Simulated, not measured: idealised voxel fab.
The process module that follows is named voxel double patterning.
Cross-sectional view cut (width: 295 nm; square cell size: 5 nm).
How to read a cross-section here: the picture is a grid of square cells, written as bands going from the top down, and any band can span one or more rows of cells.
Top height, bottom height, nm. Materials left to right, width each, nm. Single material + "edge to edge" = fills band edge to edge. "air" = empty.
Beneath 0, the wafer as received is one material, and that level is where height counting begins. The lowest band goes on downward without a bottom; it is written like "0..down".
Per-row width for "30 to 40": begins at first number (top row of band), ends at second number (bottom row), increment between rows held constant.
The cross-section has no changed cell in any step marked "nothing changed".
"Unvented internal voids" enumerates empty spaces isolated from the top, with no open way to it, that contain at least 8 cells, giving each as width x height at distance from the left edge, all three in nm.
Note: text after step settings on the step line = simulator remark on that step.
"overlay nm", when on a step's line for a step with a mask, measures how far to the right of its planned place the mask lay; a negative measure means to the left.

**Process steps - plan**
1 RECEIVE with material Si
2 CONFORMAL_DEP with material SiO2, thk nm 5
3 DIRECTIONAL_DEP with material W, thk nm 10
4 DIRECTIONAL_DEP with material SiCN, thk nm 10
5 DIRECTIONAL_DEP with material aC, thk nm 15
6 PATTERN with tone open, mask id FIRST, material resist, width nm 15, pitch nm 50, thk nm 35, overlay nm 0
7 DIRECTIONAL_ETCH with etch materials aC, depth nm 15
8 STRIP with etch materials resist
9 DIRECTIONAL_ETCH with etch materials SiCN, depth nm 10
10 STRIP with etch materials aC
11 MASKED_ETCH with tone open, mask id SECOND, width nm 15, etch materials SiCN, depth nm 10, overlay nm 0
12 DIRECTIONAL_ETCH with etch materials W, depth nm 10
13 STRIP with etch materials SiCN

**First wafer, two in total, run as planned**

**So this is the incoming wafer in cross-section - it's already been through step 1**
    0..down = Si edge to edge
    Unvented internal voids: none

**How the wafer stands in section after step 2**
    5..0 = SiO2 edge to edge
    Beneath the level 0, the cross-section is identical to its previous state.

**How the wafer stands in section after step 3**
    15..5 = W edge to edge
    Beneath the level 5, the cross-section is identical to its previous state.

**How the wafer stands in section after step 4**
    25..15 = SiCN edge to edge
    Beneath the level 15, the cross-section is identical to its previous state.

**How the wafer stands in section after step 5**
    40..25 = aC edge to edge
    Beneath the level 25, the cross-section is identical to its previous state.

**How the wafer stands in section after step 6**
    75..40 = resist: 115, air: 15, resist: 35, air: 15, resist: 115
    Beneath the level 40, the cross-section is identical to its previous state.

**How the wafer stands in section after step 7**
    60..40 = resist: 115, air: 15, resist: 35, air: 15, resist: 115
    40..25 = aC: 115, air: 15, aC: 35, air: 15, aC: 115
    Beneath the level 25, the cross-section is identical to its previous state.

**How the wafer stands in section after step 8**
    40..25 = aC: 115, air: 15, aC: 35, air: 15, aC: 115
    Beneath the level 25, the cross-section is identical to its previous state.

**How the wafer stands in section after step 9**
    40..25 = aC: 115, air: 15, aC: 35, air: 15, aC: 115
    25..15 = SiCN: 115, air: 15, SiCN: 35, air: 15, SiCN: 115
    Beneath the level 15, the cross-section is identical to its previous state.

**How the wafer stands in section after step 10**
    25..15 = SiCN: 115, air: 15, SiCN: 35, air: 15, SiCN: 115
    Beneath the level 15, the cross-section is identical to its previous state.

**How the wafer stands in section after step 11**
    25..15 = SiCN: 115, air: 15, SiCN: 10, air: 15, SiCN: 10, air: 15, SiCN: 115
    Beneath the level 15, the cross-section is identical to its previous state.

**How the wafer stands in section after step 12**
    25..15 = SiCN: 115, air: 15, SiCN: 10, air: 15, SiCN: 10, air: 15, SiCN: 115
    15..5 = W: 115, air: 15, W: 10, air: 15, W: 10, air: 15, W: 115
    Beneath the level 5, the cross-section is identical to its previous state.

**How the wafer stands in section after step 13**
    15..5 = W: 115, air: 15, W: 10, air: 15, W: 10, air: 15, W: 115
    Beneath the level 5, the cross-section is identical to its previous state.

**Wafer two: like wafer one in start and plan, but with one mistake in execution; identical up to and including step 1**

when step 2 should have ended: nothing changed

**when step 3 should have ended**
    10..0 = W edge to edge
    Beneath the level 0, the cross-section is identical to its previous state.

**when step 4 should have ended**
    20..10 = SiCN edge to edge
    Beneath the level 10, the cross-section is identical to its previous state.

**when step 5 should have ended**
    35..20 = aC edge to edge
    Beneath the level 20, the cross-section is identical to its previous state.

**when step 6 should have ended**
    70..35 = resist: 115, air: 15, resist: 35, air: 15, resist: 115
    Beneath the level 35, the cross-section is identical to its previous state.

**when step 7 should have ended**
    55..35 = resist: 115, air: 15, resist: 35, air: 15, resist: 115
    35..20 = aC: 115, air: 15, aC: 35, air: 15, aC: 115
    Beneath the level 20, the cross-section is identical to its previous state.

**when step 8 should have ended**
    35..20 = aC: 115, air: 15, aC: 35, air: 15, aC: 115
    Beneath the level 20, the cross-section is identical to its previous state.

**when step 9 should have ended**
    35..20 = aC: 115, air: 15, aC: 35, air: 15, aC: 115
    20..10 = SiCN: 115, air: 15, SiCN: 35, air: 15, SiCN: 115
    Beneath the level 10, the cross-section is identical to its previous state.

**when step 10 should have ended**
    20..10 = SiCN: 115, air: 15, SiCN: 35, air: 15, SiCN: 115
    Beneath the level 10, the cross-section is identical to its previous state.

**when step 11 should have ended**
    20..10 = SiCN: 115, air: 15, SiCN: 10, air: 15, SiCN: 10, air: 15, SiCN: 115
    Beneath the level 10, the cross-section is identical to its previous state.

**when step 12 should have ended**
    20..10 = SiCN: 115, air: 15, SiCN: 10, air: 15, SiCN: 10, air: 15, SiCN: 115
    10..0 = W: 115, air: 15, W: 10, air: 15, W: 10, air: 15, W: 115
    Beneath the level 0, the cross-section is identical to its previous state.

**when step 13 should have ended**
    10..0 = W: 115, air: 15, W: 10, air: 15, W: 10, air: 15, W: 115
    Beneath the level 0, the cross-section is identical to its previous state.
Plan not followed: plan step 2 was not performed, having been skipped
Once processing is complete, comparing cell counts shows that the second wafer has more or fewer of certain materials than the first: 59 fewer of SiO2
